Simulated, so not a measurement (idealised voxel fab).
You're looking at the process module voxel trench capacitor.
Cross-sectional view cut (width: 245 nm; square cell size: 5 nm).
A cross-section in this document is a grid of square cells, and it is written down as bands, the top band listed before the ones below it; a band is made up of one or more rows of cells. Within each band entry, the heights of the top and of the bottom of the band appear first, in that order and in nm; the materials of the band then follow from left to right, each with its corresponding width in nm. The designation "full width" on a single material indicates that it fills the band from edge to edge; the designation "blank" indicates empty space. Heights are reckoned from 0. Under this level, the received wafer is all of one material. The bottommost band is open-ended downward, for example "from 0 down". When a width is written as two numbers, as in "30..40", the first number is the width in the top row of cells of the band and the second is the width in its bottom row, and the width changes by the same amount from each row to the next. "everything unchanged" -> step changed no cross-section cell. "Fully enclosed voids" - sealed voids, min. 8 cells, no opening to top; format: width x height at distance (distance from left edge; nm throughout). Formally, on a step line, whatever follows the settings is a remark that the simulator itself makes on the step. "overlay nm" answers the question of how far to the right of plan the mask lay on a step that has a mask, and when it is negative the answer is to the left.

Intended process steps
1 RECEIVE | material Si
2 CONFORMAL_DEP | material SiN | thk nm 5
3 DIRECTIONAL_DEP | material aC | thk nm 10
4 PATTERN | tone open | mask id TRENCH | material resist | width nm 15 | pitch nm 40 | thk nm 25 | overlay nm 0
5 DIRECTIONAL_ETCH | etch materials aC | depth nm 10
6 STRIP | etch materials resist
7 DIRECTIONAL_ETCH | etch materials SiN | depth nm 5
8 DIRECTIONAL_ETCH | etch materials Si | depth nm 30
9 STRIP | etch materials aC
10 CONFORMAL_DEP | material HfO2 | thk nm 5
11 CONFORMAL_DEP | material TiN | thk nm 5
12 FILL_DEP | material W | thk nm 5
13 CMP | height nm 5
Variable across wafers: step 4 width nm (plan value is that of the first wafer; starting state common to all).

The first of several wafers as received, shown in cross-section; this is its state after step 1
- from 0 down  Si full width
- Fully enclosed voids: none

The rows of the table below are wafers. Looking at the end of the module, a row counts, for every material, the cells the wafer has gained, shown as (+), or lost, shown as (-), since it was received; its closed voids come next
width nm 15; +45 HfO2; -54 Si; +40 SiN; +18 TiN; Fully enclosed voids: none
width nm 20; +48 HfO2; -72 Si; +37 SiN; +36 TiN; Fully enclosed voids: none
width nm 25; +51 HfO2; -90 Si; +34 SiN; +39 TiN; +15 W; Fully enclosed voids: none
